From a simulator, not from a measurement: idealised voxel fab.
process module | voxel double patterning
cross-section cut | 170 nm wide | cells 5 nm
A cross-section is a grid of square cells, given in bands from the top down. A band is one or more rows of cells.
Each band's line starts with the height of the band's top and of its bottom, in nm. Then come its materials from left to right, each with its width in nm. One material with "throughout" fills the band from edge to edge. "air" is empty space.
Height 0 is the level under which the wafer as received is all one material. The lowest band goes on downwards, as in "0 down".
A width such as "30 to 40" changes by the same amount from each row of cells to the next, from the band's top row to its bottom row.
"no change" after a step means that no cell of the cross-section changed.
closed voids: empty space of 8 cells or more with no open way to the top, each as width x height at its distance from the left edge, in nm
after a step's settings: what the simulator itself notes on the step
overlay nm, on a step with a mask: how far to the right of its planned place the mask lay; to the left if negative
plan
1 op RECEIVE | material Si
2 op CONFORMAL_DEP | material SiN | thk nm 10
3 op DIRECTIONAL_DEP | material SiO2 | thk nm 10
4 op DIRECTIONAL_DEP | material SiCN | thk nm 5
5 op MASKED_ETCH | tone open | mask id FIRST | width nm 15 | pitch nm 50 | etch materials SiCN | depth nm 5 | overlay nm 0
6 op PATTERN | tone open | mask id SECOND | material resist | width nm 15 | thk nm 20 | overlay nm 0
7 op DIRECTIONAL_ETCH | etch materials SiCN | depth nm 5
8 op STRIP | etch materials resist
9 op DIRECTIONAL_ETCH | etch materials SiO2 | depth nm 10
10 op STRIP | etch materials SiCN
first wafer, as planned
as received, after step 1
  0 down: Si throughout
  closed voids: none
after step 2
  10 to 0: SiN throughout
  below 0: unchanged
after step 3
  20 to 10: SiO2 throughout
  below 10: unchanged
after step 4
  25 to 20: SiCN throughout
  below 20: unchanged
after step 5
  25 to 20: SiCN 50 | air 15 | SiCN 35 | air 15 | SiCN 55
  below 20: unchanged
after step 6
  45 to 25: resist 75 | air 15 | resist 80
  25 to 20: SiCN 50 | resist 15 | SiCN 35 | resist 15 | SiCN 55
  below 20: unchanged
after step 7
  45 to 25: resist 75 | air 15 | resist 80
  25 to 20: SiCN 50 | resist 15 | SiCN 10 | air 15 | SiCN 10 | resist 15 | SiCN 55
  below 20: unchanged
after step 8
  25 to 20: SiCN 50 | air 15 | SiCN 10 | air 15 | SiCN 10 | air 15 | SiCN 55
  below 20: unchanged
after step 9
  25 to 20: SiCN 50 | air 15 | SiCN 10 | air 15 | SiCN 10 | air 15 | SiCN 55
  20 to 10: SiO2 50 | air 15 | SiO2 10 | air 15 | SiO2 10 | air 15 | SiO2 55
  below 10: unchanged
after step 10
  20 to 10: SiO2 50 | air 15 | SiO2 10 | air 15 | SiO2 10 | air 15 | SiO2 55
  below 10: unchanged
second wafer: like start, like plan, one mistake. Through step 1 it matches the first wafer
when step 2 should have ended
  10 to 0: SiO2 throughout
  below 0: unchanged
when step 3 should have ended
  20 to 10: SiN throughout
  below 10: unchanged
when step 4 should have ended
  25 to 20: SiCN throughout
  below 20: unchanged
when step 5 should have ended
  25 to 20: SiCN 50 | air 15 | SiCN 35 | air 15 | SiCN 55
  below 20: unchanged
when step 6 should have ended
  45 to 25: resist 75 | air 15 | resist 80
  25 to 20: SiCN 50 | resist 15 | SiCN 35 | resist 15 | SiCN 55
  below 20: unchanged
when step 7 should have ended
  45 to 25: resist 75 | air 15 | resist 80
  25 to 20: SiCN 50 | resist 15 | SiCN 10 | air 15 | SiCN 10 | resist 15 | SiCN 55
  below 20: unchanged
when step 8 should have ended
  25 to 20: SiCN 50 | air 15 | SiCN 10 | air 15 | SiCN 10 | air 15 | SiCN 55
  below 20: unchanged
when step 9 should have ended: no change
when step 10 should have ended
  20 to 10: SiN throughout
  below 10: unchanged
what went wrong: steps 2 and 3 were swapped
at the end the second wafer has, in cells: 18 more of SiO2
